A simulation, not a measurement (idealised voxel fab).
process module | voxel double patterning
cross-section cut | 250 nm wide | cells 5 nm
A cross-section is a grid of square cells, given in bands from the top down. A band is one or more rows of cells.
Each band's line starts with the height of the band's top and of its bottom, in nm. Then come its materials from left to right, each with its width in nm. One material with "throughout" fills the band from edge to edge. "air" is empty space.
Height 0 is the level under which the wafer as received is all one material. The lowest band goes on downwards, as in "0 down".
A width such as "30 to 40" changes by the same amount from each row of cells to the next, from the band's top row to its bottom row.
"no change" after a step means that no cell of the cross-section changed.
closed voids: empty space of 8 cells or more with no open way to the top, each as width x height at its distance from the left edge, in nm
after a step's settings: what the simulator itself notes on the step
overlay nm, on a step with a mask: how far to the right of its planned place the mask lay; to the left if negative
plan
1 op RECEIVE | material Si
2 op CONFORMAL_DEP | material SiO2 | thk nm 10
3 op DIRECTIONAL_DEP | material polySi | thk nm 20
4 op DIRECTIONAL_DEP | material SiN | thk nm 5
5 op MASKED_ETCH | tone open | mask id FIRST | width nm 15 | pitch nm 50 | etch materials SiN | depth nm 5 | overlay nm 0
6 op MASKED_ETCH | tone open | mask id SECOND | width nm 15 | pitch nm 50 | etch materials SiN | depth nm 5 | overlay nm 0
7 op DIRECTIONAL_ETCH | etch materials polySi | depth nm 20
8 op STRIP | etch materials SiN
as received, after step 1
  0 down: Si throughout
  closed voids: none
a wafer at the end: this start, this plan, one mistake
  30 to 15: polySi 65 | air 15 | polySi 10 | air 15 | polySi 10 | air 15 | polySi 10 | air 15 | polySi 10 | air 15 | polySi 70
  15 to 10: polySi throughout
  10 to 0: SiO2 throughout
  0 down: Si throughout
  closed voids: none
what went wrong: step 7 ran as: op DIRECTIONAL_ETCH | etch materials polySi | depth nm 15
